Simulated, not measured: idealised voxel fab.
Process module heading - voxel transistor to metal
The cross-section shown here is cut; it is 295 nm wide and divided into square cells measuring 5 nm on a side.
A cross-section is written here as square cells arranged in a grid, and it is given in bands from the top down, each band taking up one or more rows of cells. Basically the band line says how high the top is and how high the bottom is, in nm, and then what's in it from left to right, every material with its width in nm. Empty space shows up as "blank", and if a single material carries "full width" it runs the full band edge to edge. We count height from 0. Below that, the starting wafer is all one material. The lowest band never ends at the bottom but goes on down; see "top 0, no bottom" for how that is written. When a width is written as two numbers, as in "30 to 40", the first number is the width in the top row of cells of the band and the second is the width in its bottom row, and the width changes by the same amount from each row to the next. Step marked "no change occurred"? Then no cell in the cross-section changed in it. Heads up: "Sealed internal voids" only lists the empty pockets with no open path to the top that are 8 cells or more, and it writes them as width x height at distance, distance from the left edge, in nm. The remark found on a step's line after its settings is issued by the simulator itself and pertains to that step. Among the settings permitted on a step's line is "overlay nm"; applied to a step with a mask, it specifies the extent to which the mask lay to the right of its planned position, whereas a negative figure signifies a position to the left.

PLANNED STEP LIST FOR THE PROCESS
1: RECEIVE, material Si
2: OXIDIZE, depth nm 5
3: CONFORMAL_DEP, material SiN, thk nm 10
4: DIRECTIONAL_DEP, material aC, thk nm 15
5: PATTERN, tone cover, mask id ACTIVE, material resist, width nm 110, pitch nm 140, thk nm 30, overlay nm 0
6: DIRECTIONAL_ETCH, etch materials aC, depth nm 15
7: STRIP, etch materials resist
8: DIRECTIONAL_ETCH, etch materials SiN, depth nm 10
9: DIRECTIONAL_ETCH, etch materials SiO2, depth nm 5
10: DIRECTIONAL_ETCH, etch materials Si, depth nm 30
11: STRIP, etch materials aC
12: FILL_DEP, material SiO2, thk nm 5
13: CMP, height nm 10
14: SELECTIVE_ETCH, etch materials SiO2, depth nm 5
15: STRIP, etch materials SiN
16: SELECTIVE_ETCH, etch materials SiO2, depth nm 5
17: OXIDIZE, depth nm 5
18: DIRECTIONAL_DEP, material polySi, thk nm 30
19: DIRECTIONAL_DEP, material SiCN, thk nm 10
20: PATTERN, tone cover, mask id GATE, material resist, width nm 20, pitch nm 140, thk nm 20, overlay nm 0
21: DIRECTIONAL_ETCH, etch materials SiCN, depth nm 20
22: DIRECTIONAL_ETCH, etch materials polySi, depth nm 40
23: STRIP, etch materials resist
24: CONFORMAL_DEP, material SiO2, thk nm 5
25: DIRECTIONAL_ETCH, etch materials SiO2, depth nm 5
26: CONFORMAL_DEP, material SiN, thk nm 5
27: DIRECTIONAL_ETCH, etch materials SiN, depth nm 5
28: DIRECTIONAL_ETCH, etch materials SiO2, depth nm 5
29: DIRECTIONAL_ETCH, etch materials Si, depth nm 10
30: EPI, material SiGe, thk nm 15
31: FILL_DEP, material SiO2, thk nm 5
32: CMP, height nm 35
33: DIRECTIONAL_DEP, material SiO2, thk nm 10
34: PATTERN, tone open, mask id CONTACT, material resist, width nm 35, thk nm 15, overlay nm 0
35: DIRECTIONAL_ETCH, etch materials SiO2, depth nm 40
36: STRIP, etch materials resist
37: CONFORMAL_DEP, material TiN, thk nm 5
38: FILL_DEP, material Ru, thk nm 5
39: CMP, height nm 45
40: DIRECTIONAL_DEP, material TiN, thk nm 5
41: DIRECTIONAL_DEP, material W, thk nm 20
42: DIRECTIONAL_DEP, material aC, thk nm 10
43: PATTERN, tone cover, mask id METAL_1, material resist, width nm 20, thk nm 25, overlay nm 0
44: DIRECTIONAL_ETCH, etch materials aC, depth nm 10
45: STRIP, etch materials resist
46: DIRECTIONAL_ETCH, etch materials W, depth nm 20
47: DIRECTIONAL_ETCH, etch materials TiN, depth nm 5
48: STRIP, etch materials aC
49: CONFORMAL_DEP, material SiN, thk nm 5
50: FILL_DEP, material SiO2, thk nm 10
51: CMP, height nm 70
52: CONFORMAL_DEP, material SiCN, thk nm 5

FIRST WAFER OUT OF TWO, PROCESSED AS PLANNED

AS RECEIVED (POST STEP 1): CROSS-SECTION
* top 0, no bottom = Si full width
* Sealed internal voids: none

AFTER STEP 2
* top 0, bottom -5 = SiO2 full width
* Heights below -5 show no change.

AFTER STEP 3
* top 10, bottom 0 = SiN full width
* Heights below 0 show no change.

AFTER STEP 4
* top 25, bottom 10 = aC full width
* Heights below 10 show no change.

AFTER STEP 5
* top 55, bottom 25 = blank (20); resist (110); blank (30); resist (110); blank (25)
* Heights below 25 show no change.

AFTER STEP 6
* top 40, bottom 25 = blank (20); resist (110); blank (30); resist (110); blank (25)
* top 25, bottom 10 = blank (20); aC (110); blank (30); aC (110); blank (25)
* Heights below 10 show no change.

AFTER STEP 7
* top 25, bottom 10 = blank (20); aC (110); blank (30); aC (110); blank (25)
* Heights below 10 show no change.

AFTER STEP 8
* top 25, bottom 10 = blank (20); aC (110); blank (30); aC (110); blank (25)
* top 10, bottom 0 = blank (20); SiN (110); blank (30); SiN (110); blank (25)
* Heights below 0 show no change.

AFTER STEP 9
* top 25, bottom 10 = blank (20); aC (110); blank (30); aC (110); blank (25)
* top 10, bottom 0 = blank (20); SiN (110); blank (30); SiN (110); blank (25)
* top 0, bottom -5 = blank (20); SiO2 (110); blank (30); SiO2 (110); blank (25)
* Heights below -5 show no change.

AFTER STEP 10
* top 25, bottom 10 = blank (20); aC (110); blank (30); aC (110); blank (25)
* top 10, bottom 0 = blank (20); SiN (110); blank (30); SiN (110); blank (25)
* top 0, bottom -5 = blank (20); SiO2 (110); blank (30); SiO2 (110); blank (25)
* top -5, bottom -35 = blank (20); Si (110); blank (30); Si (110); blank (25)
* Heights below -35 show no change.

AFTER STEP 11
* top 10, bottom 0 = blank (20); SiN (110); blank (30); SiN (110); blank (25)
* Heights below 0 show no change.

AFTER STEP 12
* top 15, bottom 10 = SiO2 full width
* top 10, bottom 0 = SiO2 (20); SiN (110); SiO2 (30); SiN (110); SiO2 (25)
* top 0, bottom -5 = SiO2 full width
* top -5, bottom -35 = SiO2 (20); Si (110); SiO2 (30); Si (110); SiO2 (25)
* Heights below -35 show no change.

AFTER STEP 13
* top 10, bottom 0 = SiO2 (20); SiN (110); SiO2 (30); SiN (110); SiO2 (25)
* Heights below 0 show no change.

AFTER STEP 14
* top 10, bottom 5 = blank (20); SiN (110); blank (30); SiN (110); blank (25)
* Heights below 5 show no change.

AFTER STEP 15
* top 5, bottom 0 = SiO2 (20); blank (110); SiO2 (30); blank (110); SiO2 (25)
* Heights below 0 show no change.

AFTER STEP 16
* top 0, bottom -5 = SiO2 (15); blank (120); SiO2 (20); blank (120); SiO2 (20)
* Heights below -5 show no change.

AFTER STEP 17
* top 0, bottom -5 = SiO2 (15); blank (120); SiO2 (20); blank (120); SiO2 (20)
* top -5, bottom -10 = SiO2 full width
* Heights below -10 show no change.

AFTER STEP 18
* top 30, bottom 25 = polySi (15); blank (120); polySi (20); blank (120); polySi (20)
* top 25, bottom 0 = polySi full width
* top 0, bottom -5 = SiO2 (15); polySi (120); SiO2 (20); polySi (120); SiO2 (20)
* Heights below -5 show no change.

AFTER STEP 19
* top 40, bottom 35 = SiCN (15); blank (120); SiCN (20); blank (120); SiCN (20)
* top 35, bottom 30 = SiCN full width
* top 30, bottom 25 = polySi (15); SiCN (120); polySi (20); SiCN (120); polySi (20)
* Heights below 25 show no change.

AFTER STEP 20
* top 60, bottom 40 = blank (65); resist (20); blank (120); resist (20); blank (70)
* top 40, bottom 35 = SiCN (15); blank (50); resist (20); blank (50); SiCN (20); blank (50); resist (20); blank (50); SiCN (20)
* Heights below 35 show no change.

AFTER STEP 21
* top 60, bottom 35 = blank (65); resist (20); blank (120); resist (20); blank (70)
* top 35, bottom 30 = blank (65); SiCN (20); blank (120); SiCN (20); blank (70)
* top 30, bottom 25 = polySi (15); blank (50); SiCN (20); blank (50); polySi (20); blank (50); SiCN (20); blank (50); polySi (20)
* Heights below 25 show no change.

AFTER STEP 22
* top 60, bottom 35 = blank (65); resist (20); blank (120); resist (20); blank (70)
* top 35, bottom 25 = blank (65); SiCN (20); blank (120); SiCN (20); blank (70)
* top 25, bottom 0 = blank (65); polySi (20); blank (120); polySi (20); blank (70)
* top 0, bottom -5 = SiO2 (15); blank (50); polySi (20); blank (50); SiO2 (20); blank (50); polySi (20); blank (50); SiO2 (20)
* Heights below -5 show no change.

AFTER STEP 23
* top 35, bottom 25 = blank (65); SiCN (20); blank (120); SiCN (20); blank (70)
* Heights below 25 show no change.

AFTER STEP 24
* top 40, bottom 35 = blank (60); SiO2 (30); blank (110); SiO2 (30); blank (65)
* top 35, bottom 25 = blank (60); SiO2 (5); SiCN (20); SiO2 (5); blank (110); SiO2 (5); SiCN (20); SiO2 (5); blank (65)
* top 25, bottom 5 = blank (60); SiO2 (5); polySi (20); SiO2 (5); blank (110); SiO2 (5); polySi (20); SiO2 (5); blank (65)
* top 5, bottom 0 = SiO2 (20); blank (40); SiO2 (5); polySi (20); SiO2 (5); blank (40); SiO2 (30); blank (40); SiO2 (5); polySi (20); SiO2 (5); blank (40); SiO2 (25)
* top 0, bottom -5 = SiO2 (65); polySi (20); SiO2 (120); polySi (20); SiO2 (70)
* Heights below -5 show no change.

AFTER STEP 25
* top 35, bottom 25 = blank (60); SiO2 (5); SiCN (20); SiO2 (5); blank (110); SiO2 (5); SiCN (20); SiO2 (5); blank (65)
* top 25, bottom 0 = blank (60); SiO2 (5); polySi (20); SiO2 (5); blank (110); SiO2 (5); polySi (20); SiO2 (5); blank (65)
* top 0, bottom -5 = SiO2 (20); blank (40); SiO2 (5); polySi (20); SiO2 (5); blank (40); SiO2 (30); blank (40); SiO2 (5); polySi (20); SiO2 (5); blank (40); SiO2 (25)
* Heights below -5 show no change.

AFTER STEP 26
* top 40, bottom 35 = blank (55); SiN (40); blank (100); SiN (40); blank (60)
* top 35, bottom 25 = blank (55); SiN (5); SiO2 (5); SiCN (20); SiO2 (5); SiN (5); blank (100); SiN (5); SiO2 (5); SiCN (20); SiO2 (5); SiN (5); blank (60)
* top 25, bottom 5 = blank (55); SiN (5); SiO2 (5); polySi (20); SiO2 (5); SiN (5); blank (100); SiN (5); SiO2 (5); polySi (20); SiO2 (5); SiN (5); blank (60)
* top 5, bottom 0 = SiN (25); blank (30); SiN (5); SiO2 (5); polySi (20); SiO2 (5); SiN (5); blank (30); SiN (40); blank (30); SiN (5); SiO2 (5); polySi (20); SiO2 (5); SiN (5); blank (30); SiN (30)
* top 0, bottom -5 = SiO2 (20); SiN (40); SiO2 (5); polySi (20); SiO2 (5); SiN (40); SiO2 (30); SiN (40); SiO2 (5); polySi (20); SiO2 (5); SiN (40); SiO2 (25)
* Heights below -5 show no change.

AFTER STEP 27
* top 35, bottom 25 = blank (55); SiN (5); SiO2 (5); SiCN (20); SiO2 (5); SiN (5); blank (100); SiN (5); SiO2 (5); SiCN (20); SiO2 (5); SiN (5); blank (60)
* top 25, bottom 0 = blank (55); SiN (5); SiO2 (5); polySi (20); SiO2 (5); SiN (5); blank (100); SiN (5); SiO2 (5); polySi (20); SiO2 (5); SiN (5); blank (60)
* top 0, bottom -5 = SiO2 (20); SiN (5); blank (30); SiN (5); SiO2 (5); polySi (20); SiO2 (5); SiN (5); blank (30); SiN (5); SiO2 (30); SiN (5); blank (30); SiN (5); SiO2 (5); polySi (20); SiO2 (5); SiN (5); blank (30); SiN (5); SiO2 (25)
* Heights below -5 show no change.

AFTER STEP 28
* top 35, bottom 30 = blank (55); SiN (5); blank (5); SiCN (20); blank (5); SiN (5); blank (100); SiN (5); blank (5); SiCN (20); blank (5); SiN (5); blank (60)
* top 30, bottom 25 = blank (55); SiN (5); SiO2 (5); SiCN (20); SiO2 (5); SiN (5); blank (100); SiN (5); SiO2 (5); SiCN (20); SiO2 (5); SiN (5); blank (60)
* top 25, bottom 0 = blank (55); SiN (5); SiO2 (5); polySi (20); SiO2 (5); SiN (5); blank (100); SiN (5); SiO2 (5); polySi (20); SiO2 (5); SiN (5); blank (60)
* top 0, bottom -5 = blank (20); SiN (5); blank (30); SiN (5); SiO2 (5); polySi (20); SiO2 (5); SiN (5); blank (30); SiN (5); blank (30); SiN (5); blank (30); SiN (5); SiO2 (5); polySi (20); SiO2 (5); SiN (5); blank (30); SiN (5); blank (25)
* top -5, bottom -10 = SiO2 (25); blank (30); SiO2 (40); blank (30); SiO2 (40); blank (30); SiO2 (40); blank (30); SiO2 (30)
* Heights below -10 show no change.

AFTER STEP 29
* top 35, bottom 30 = blank (55); SiN (5); blank (5); SiCN (20); blank (5); SiN (5); blank (100); SiN (5); blank (5); SiCN (20); blank (5); SiN (5); blank (60)
* top 30, bottom 25 = blank (55); SiN (5); SiO2 (5); SiCN (20); SiO2 (5); SiN (5); blank (100); SiN (5); SiO2 (5); SiCN (20); SiO2 (5); SiN (5); blank (60)
* top 25, bottom 0 = blank (55); SiN (5); SiO2 (5); polySi (20); SiO2 (5); SiN (5); blank (100); SiN (5); SiO2 (5); polySi (20); SiO2 (5); SiN (5); blank (60)
* top 0, bottom -5 = blank (20); SiN (5); blank (30); SiN (5); SiO2 (5); polySi (20); SiO2 (5); SiN (5); blank (30); SiN (5); blank (30); SiN (5); blank (30); SiN (5); SiO2 (5); polySi (20); SiO2 (5); SiN (5); blank (30); SiN (5); blank (25)
* top -5, bottom -10 = SiO2 (25); blank (30); SiO2 (40); blank (30); SiO2 (40); blank (30); SiO2 (40); blank (30); SiO2 (30)
* top -10, bottom -20 = SiO2 (20); Si (5); blank (30); Si (40); blank (30); Si (5); SiO2 (30); Si (5); blank (30); Si (40); blank (30); Si (5); SiO2 (25)
* Heights below -20 show no change.

AFTER STEP 30
* top 35, bottom 30 = blank (55); SiN (5); blank (5); SiCN (20); blank (5); SiN (5); blank (100); SiN (5); blank (5); SiCN (20); blank (5); SiN (5); blank (60)
* top 30, bottom 25 = blank (55); SiN (5); SiO2 (5); SiCN (20); SiO2 (5); SiN (5); blank (100); SiN (5); SiO2 (5); SiCN (20); SiO2 (5); SiN (5); blank (60)
* top 25, bottom 5 = blank (55); SiN (5); SiO2 (5); polySi (20); SiO2 (5); SiN (5); blank (100); SiN (5); SiO2 (5); polySi (20); SiO2 (5); SiN (5); blank (60)
* top 5, bottom 0 = blank (20); SiGe (35); SiN (5); SiO2 (5); polySi (20); SiO2 (5); SiN (5); SiGe (35); blank (30); SiGe (35); SiN (5); SiO2 (5); polySi (20); SiO2 (5); SiN (5); SiGe (35); blank (25)
* top 0, bottom -5 = blank (20); SiN (5); SiGe (30); SiN (5); SiO2 (5); polySi (20); SiO2 (5); SiN (5); SiGe (30); SiN (5); blank (30); SiN (5); SiGe (30); SiN (5); SiO2 (5); polySi (20); SiO2 (5); SiN (5); SiGe (30); SiN (5); blank (25)
* top -5, bottom -10 = SiO2 (25); SiGe (30); SiO2 (40); SiGe (30); SiO2 (40); SiGe (30); SiO2 (40); SiGe (30); SiO2 (30)
* top -10, bottom -20 = SiO2 (20); Si (5); SiGe (30); Si (40); SiGe (30); Si (5); SiO2 (30); Si (5); SiGe (30); Si (40); SiGe (30); Si (5); SiO2 (25)
* Heights below -20 show no change.

AFTER STEP 31
* top 40, bottom 35 = SiO2 full width
* top 35, bottom 25 = SiO2 (55); SiN (5); SiO2 (5); SiCN (20); SiO2 (5); SiN (5); SiO2 (100); SiN (5); SiO2 (5); SiCN (20); SiO2 (5); SiN (5); SiO2 (60)
* top 25, bottom 5 = SiO2 (55); SiN (5); SiO2 (5); polySi (20); SiO2 (5); SiN (5); SiO2 (100); SiN (5); SiO2 (5); polySi (20); SiO2 (5); SiN (5); SiO2 (60)
* top 5, bottom 0 = SiO2 (20); SiGe (35); SiN (5); SiO2 (5); polySi (20); SiO2 (5); SiN (5); SiGe (35); SiO2 (30); SiGe (35); SiN (5); SiO2 (5); polySi (20); SiO2 (5); SiN (5); SiGe (35); SiO2 (25)
* top 0, bottom -5 = SiO2 (20); SiN (5); SiGe (30); SiN (5); SiO2 (5); polySi (20); SiO2 (5); SiN (5); SiGe (30); SiN (5); SiO2 (30); SiN (5); SiGe (30); SiN (5); SiO2 (5); polySi (20); SiO2 (5); SiN (5); SiGe (30); SiN (5); SiO2 (25)
* Heights below -5 show no change.

AFTER STEP 32
* top 35, bottom 25 = SiO2 (55); SiN (5); SiO2 (5); SiCN (20); SiO2 (5); SiN (5); SiO2 (100); SiN (5); SiO2 (5); SiCN (20); SiO2 (5); SiN (5); SiO2 (60)
* Heights below 25 show no change.

AFTER STEP 33
* top 45, bottom 35 = SiO2 full width
* Heights below 35 show no change.

AFTER STEP 34
* top 60, bottom 45 = resist (25); blank (35); resist (30); blank (35); resist (40); blank (35); resist (30); blank (35); resist (30)
* Heights below 45 show no change.

AFTER STEP 35
* top 60, bottom 45 = resist (25); blank (35); resist (30); blank (35); resist (40); blank (35); resist (30); blank (35); resist (30)
* top 45, bottom 35 = SiO2 (25); blank (35); SiO2 (30); blank (35); SiO2 (40); blank (35); SiO2 (30); blank (35); SiO2 (30)
* top 35, bottom 25 = SiO2 (25); blank (30); SiN (5); SiO2 (5); SiCN (20); SiO2 (5); SiN (5); blank (30); SiO2 (40); blank (30); SiN (5); SiO2 (5); SiCN (20); SiO2 (5); SiN (5); blank (30); SiO2 (30)
* top 25, bottom 5 = SiO2 (25); blank (30); SiN (5); SiO2 (5); polySi (20); SiO2 (5); SiN (5); blank (30); SiO2 (40); blank (30); SiN (5); SiO2 (5); polySi (20); SiO2 (5); SiN (5); blank (30); SiO2 (30)
* Heights below 5 show no change.

AFTER STEP 36
* top 45, bottom 35 = SiO2 (25); blank (35); SiO2 (30); blank (35); SiO2 (40); blank (35); SiO2 (30); blank (35); SiO2 (30)
* Heights below 35 show no change.

AFTER STEP 37
* top 50, bottom 45 = TiN (30); blank (25); TiN (40); blank (25); TiN (50); blank (25); TiN (40); blank (25); TiN (35)
* top 45, bottom 35 = SiO2 (25); TiN (5); blank (25 to 20); TiN (5 to 10); SiO2 (30); TiN (5 to 10); blank (25 to 20); TiN (5); SiO2 (40); TiN (5); blank (25 to 20); TiN (5 to 10); SiO2 (30); TiN (5 to 10); blank (25 to 20); TiN (5); SiO2 (30)
* top 35, bottom 25 = SiO2 (25); TiN (5); blank (20); TiN (5); SiN (5); SiO2 (5); SiCN (20); SiO2 (5); SiN (5); TiN (5); blank (20); TiN (5); SiO2 (40); TiN (5); blank (20); TiN (5); SiN (5); SiO2 (5); SiCN (20); SiO2 (5); SiN (5); TiN (5); blank (20); TiN (5); SiO2 (30)
* top 25, bottom 10 = SiO2 (25); TiN (5); blank (20); TiN (5); SiN (5); SiO2 (5); polySi (20); SiO2 (5); SiN (5); TiN (5); blank (20); TiN (5); SiO2 (40); TiN (5); blank (20); TiN (5); SiN (5); SiO2 (5); polySi (20); SiO2 (5); SiN (5); TiN (5); blank (20); TiN (5); SiO2 (30)
* top 10, bottom 5 = SiO2 (25); TiN (30); SiN (5); SiO2 (5); polySi (20); SiO2 (5); SiN (5); TiN (30); SiO2 (40); TiN (30); SiN (5); SiO2 (5); polySi (20); SiO2 (5); SiN (5); TiN (30); SiO2 (30)
* Heights below 5 show no change.

AFTER STEP 38
* top 55, bottom 50 = Ru full width
* top 50, bottom 45 = TiN (30); Ru (25); TiN (40); Ru (25); TiN (50); Ru (25); TiN (40); Ru (25); TiN (35)
* top 45, bottom 35 = SiO2 (25); TiN (5); Ru (25 to 20); TiN (5 to 10); SiO2 (30); TiN (5 to 10); Ru (25 to 20); TiN (5); SiO2 (40); TiN (5); Ru (25 to 20); TiN (5 to 10); SiO2 (30); TiN (5 to 10); Ru (25 to 20); TiN (5); SiO2 (30)
* top 35, bottom 25 = SiO2 (25); TiN (5); Ru (20); TiN (5); SiN (5); SiO2 (5); SiCN (20); SiO2 (5); SiN (5); TiN (5); Ru (20); TiN (5); SiO2 (40); TiN (5); Ru (20); TiN (5); SiN (5); SiO2 (5); SiCN (20); SiO2 (5); SiN (5); TiN (5); Ru (20); TiN (5); SiO2 (30)
* top 25, bottom 10 = SiO2 (25); TiN (5); Ru (20); TiN (5); SiN (5); SiO2 (5); polySi (20); SiO2 (5); SiN (5); TiN (5); Ru (20); TiN (5); SiO2 (40); TiN (5); Ru (20); TiN (5); SiN (5); SiO2 (5); polySi (20); SiO2 (5); SiN (5); TiN (5); Ru (20); TiN (5); SiO2 (30)
* Heights below 10 show no change.

AFTER STEP 39
* top 45, bottom 35 = SiO2 (25); TiN (5); Ru (25 to 20); TiN (5 to 10); SiO2 (30); TiN (5 to 10); Ru (25 to 20); TiN (5); SiO2 (40); TiN (5); Ru (25 to 20); TiN (5 to 10); SiO2 (30); TiN (5 to 10); Ru (25 to 20); TiN (5); SiO2 (30)
* Heights below 35 show no change.

AFTER STEP 40
* top 50, bottom 45 = TiN full width
* Heights below 45 show no change.

AFTER STEP 41
* top 70, bottom 50 = W full width
* Heights below 50 show no change.

AFTER STEP 42
* top 80, bottom 70 = aC full width
* Heights below 70 show no change.

AFTER STEP 43
* top 105, bottom 80 = blank (25); resist (20); blank (60); resist (20); blank (40); resist (20); blank (60); resist (20); blank (30)
* Heights below 80 show no change.

AFTER STEP 44
* top 95, bottom 80 = blank (25); resist (20); blank (60); resist (20); blank (40); resist (20); blank (60); resist (20); blank (30)
* top 80, bottom 70 = blank (25); aC (20); blank (60); aC (20); blank (40); aC (20); blank (60); aC (20); blank (30)
* Heights below 70 show no change.

AFTER STEP 45
* top 80, bottom 70 = blank (25); aC (20); blank (60); aC (20); blank (40); aC (20); blank (60); aC (20); blank (30)
* Heights below 70 show no change.

AFTER STEP 46
* top 80, bottom 70 = blank (25); aC (20); blank (60); aC (20); blank (40); aC (20); blank (60); aC (20); blank (30)
* top 70, bottom 50 = blank (25); W (20); blank (60); W (20); blank (40); W (20); blank (60); W (20); blank (30)
* Heights below 50 show no change.

AFTER STEP 47
* top 80, bottom 70 = blank (25); aC (20); blank (60); aC (20); blank (40); aC (20); blank (60); aC (20); blank (30)
* top 70, bottom 50 = blank (25); W (20); blank (60); W (20); blank (40); W (20); blank (60); W (20); blank (30)
* top 50, bottom 45 = blank (25); TiN (20); blank (60); TiN (20); blank (40); TiN (20); blank (60); TiN (20); blank (30)
* Heights below 45 show no change.

AFTER STEP 48
* top 70, bottom 50 = blank (25); W (20); blank (60); W (20); blank (40); W (20); blank (60); W (20); blank (30)
* Heights below 50 show no change.

AFTER STEP 49
* top 75, bottom 70 = blank (20); SiN (30); blank (50); SiN (30); blank (30); SiN (30); blank (50); SiN (30); blank (25)
* top 70, bottom 50 = blank (20); SiN (5); W (20); SiN (5); blank (50); SiN (5); W (20); SiN (5); blank (30); SiN (5); W (20); SiN (5); blank (50); SiN (5); W (20); SiN (5); blank (25)
* top 50, bottom 45 = SiN (25); TiN (20); SiN (60); TiN (20); SiN (40); TiN (20); SiN (60); TiN (20); SiN (30)
* Heights below 45 show no change.

AFTER STEP 50
* top 85, bottom 75 = SiO2 full width
* top 75, bottom 70 = SiO2 (20); SiN (30); SiO2 (50); SiN (30); SiO2 (30); SiN (30); SiO2 (50); SiN (30); SiO2 (25)
* top 70, bottom 50 = SiO2 (20); SiN (5); W (20); SiN (5); SiO2 (50); SiN (5); W (20); SiN (5); SiO2 (30); SiN (5); W (20); SiN (5); SiO2 (50); SiN (5); W (20); SiN (5); SiO2 (25)
* Heights below 50 show no change.

AFTER STEP 51
* top 70, bottom 50 = SiO2 (20); SiN (5); W (20); SiN (5); SiO2 (50); SiN (5); W (20); SiN (5); SiO2 (30); SiN (5); W (20); SiN (5); SiO2 (50); SiN (5); W (20); SiN (5); SiO2 (25)
* Heights below 50 show no change.

AFTER STEP 52
* top 75, bottom 70 = SiCN full width
* Heights below 70 show no change.

NOW THE OTHER WAFER: SAME START, SAME RECIPE, BUT WE MESSED UP ONE THING WHEN RUNNING IT. UP TO AND INCLUDING STEP 32 IT'S THE SAME AS THE FIRST ONE

CROSS-SECTION OF THE SECOND WAFER WHEN, ACCORDING TO PLAN, STEP 33 SHOULD HAVE FINISHED
* top 45, bottom 35 = TiN full width
* Heights below 35 show no change.

CROSS-SECTION OF THE SECOND WAFER WHEN, ACCORDING TO PLAN, STEP 34 SHOULD HAVE FINISHED
* top 60, bottom 45 = resist (25); blank (35); resist (30); blank (35); resist (40); blank (35); resist (30); blank (35); resist (30)
* Heights below 45 show no change.

Cross-section of the second wafer when, according to plan, step 35 should have finished: no change occurred

CROSS-SECTION OF THE SECOND WAFER WHEN, ACCORDING TO PLAN, STEP 36 SHOULD HAVE FINISHED
* top 45, bottom 35 = TiN full width
* Heights below 35 show no change.

CROSS-SECTION OF THE SECOND WAFER WHEN, ACCORDING TO PLAN, STEP 37 SHOULD HAVE FINISHED
* top 50, bottom 35 = TiN full width
* Heights below 35 show no change.

CROSS-SECTION OF THE SECOND WAFER WHEN, ACCORDING TO PLAN, STEP 38 SHOULD HAVE FINISHED
* top 55, bottom 50 = Ru full width
* Heights below 50 show no change.

CROSS-SECTION OF THE SECOND WAFER WHEN, ACCORDING TO PLAN, STEP 39 SHOULD HAVE FINISHED
* top 45, bottom 35 = TiN full width
* Heights below 35 show no change.

CROSS-SECTION OF THE SECOND WAFER WHEN, ACCORDING TO PLAN, STEP 40 SHOULD HAVE FINISHED
* top 50, bottom 35 = TiN full width
* Heights below 35 show no change.

CROSS-SECTION OF THE SECOND WAFER WHEN, ACCORDING TO PLAN, STEP 41 SHOULD HAVE FINISHED
* top 70, bottom 50 = W full width
* Heights below 50 show no change.

CROSS-SECTION OF THE SECOND WAFER WHEN, ACCORDING TO PLAN, STEP 42 SHOULD HAVE FINISHED
* top 80, bottom 70 = aC full width
* Heights below 70 show no change.

CROSS-SECTION OF THE SECOND WAFER WHEN, ACCORDING TO PLAN, STEP 43 SHOULD HAVE FINISHED
* top 105, bottom 80 = blank (25); resist (20); blank (60); resist (20); blank (40); resist (20); blank (60); resist (20); blank (30)
* Heights below 80 show no change.

CROSS-SECTION OF THE SECOND WAFER WHEN, ACCORDING TO PLAN, STEP 44 SHOULD HAVE FINISHED
* top 95, bottom 80 = blank (25); resist (20); blank (60); resist (20); blank (40); resist (20); blank (60); resist (20); blank (30)
* top 80, bottom 70 = blank (25); aC (20); blank (60); aC (20); blank (40); aC (20); blank (60); aC (20); blank (30)
* Heights below 70 show no change.

CROSS-SECTION OF THE SECOND WAFER WHEN, ACCORDING TO PLAN, STEP 45 SHOULD HAVE FINISHED
* top 80, bottom 70 = blank (25); aC (20); blank (60); aC (20); blank (40); aC (20); blank (60); aC (20); blank (30)
* Heights below 70 show no change.

CROSS-SECTION OF THE SECOND WAFER WHEN, ACCORDING TO PLAN, STEP 46 SHOULD HAVE FINISHED
* top 80, bottom 70 = blank (25); aC (20); blank (60); aC (20); blank (40); aC (20); blank (60); aC (20); blank (30)
* top 70, bottom 50 = blank (25); W (20); blank (60); W (20); blank (40); W (20); blank (60); W (20); blank (30)
* Heights below 50 show no change.

CROSS-SECTION OF THE SECOND WAFER WHEN, ACCORDING TO PLAN, STEP 47 SHOULD HAVE FINISHED
* top 80, bottom 70 = blank (25); aC (20); blank (60); aC (20); blank (40); aC (20); blank (60); aC (20); blank (30)
* top 70, bottom 50 = blank (25); W (20); blank (60); W (20); blank (40); W (20); blank (60); W (20); blank (30)
* top 50, bottom 45 = blank (25); TiN (20); blank (60); TiN (20); blank (40); TiN (20); blank (60); TiN (20); blank (30)
* Heights below 45 show no change.

CROSS-SECTION OF THE SECOND WAFER WHEN, ACCORDING TO PLAN, STEP 48 SHOULD HAVE FINISHED
* top 70, bottom 50 = blank (25); W (20); blank (60); W (20); blank (40); W (20); blank (60); W (20); blank (30)
* Heights below 50 show no change.

CROSS-SECTION OF THE SECOND WAFER WHEN, ACCORDING TO PLAN, STEP 49 SHOULD HAVE FINISHED
* top 75, bottom 70 = blank (20); SiN (30); blank (50); SiN (30); blank (30); SiN (30); blank (50); SiN (30); blank (25)
* top 70, bottom 50 = blank (20); SiN (5); W (20); SiN (5); blank (50); SiN (5); W (20); SiN (5); blank (30); SiN (5); W (20); SiN (5); blank (50); SiN (5); W (20); SiN (5); blank (25)
* top 50, bottom 45 = SiN (25); TiN (20); SiN (60); TiN (20); SiN (40); TiN (20); SiN (60); TiN (20); SiN (30)
* Heights below 45 show no change.

CROSS-SECTION OF THE SECOND WAFER WHEN, ACCORDING TO PLAN, STEP 50 SHOULD HAVE FINISHED
* top 85, bottom 75 = SiO2 full width
* top 75, bottom 70 = SiO2 (20); SiN (30); SiO2 (50); SiN (30); SiO2 (30); SiN (30); SiO2 (50); SiN (30); SiO2 (25)
* top 70, bottom 50 = SiO2 (20); SiN (5); W (20); SiN (5); SiO2 (50); SiN (5); W (20); SiN (5); SiO2 (30); SiN (5); W (20); SiN (5); SiO2 (50); SiN (5); W (20); SiN (5); SiO2 (25)
* Heights below 50 show no change.

CROSS-SECTION OF THE SECOND WAFER WHEN, ACCORDING TO PLAN, STEP 51 SHOULD HAVE FINISHED
* top 70, bottom 50 = SiO2 (20); SiN (5); W (20); SiN (5); SiO2 (50); SiN (5); W (20); SiN (5); SiO2 (30); SiN (5); W (20); SiN (5); SiO2 (50); SiN (5); W (20); SiN (5); SiO2 (25)
* Heights below 50 show no change.

CROSS-SECTION OF THE SECOND WAFER WHEN, ACCORDING TO PLAN, STEP 52 SHOULD HAVE FINISHED
* top 75, bottom 70 = SiCN full width
* Heights below 70 show no change.
Misprocessing identified: step 33 off recipe, ran as DIRECTIONAL_DEP, material TiN, thk nm 10
Count the cells at the end and the second wafer has more or fewer of some materials than the first: -116 Ru, +82 SiO2, +34 TiN
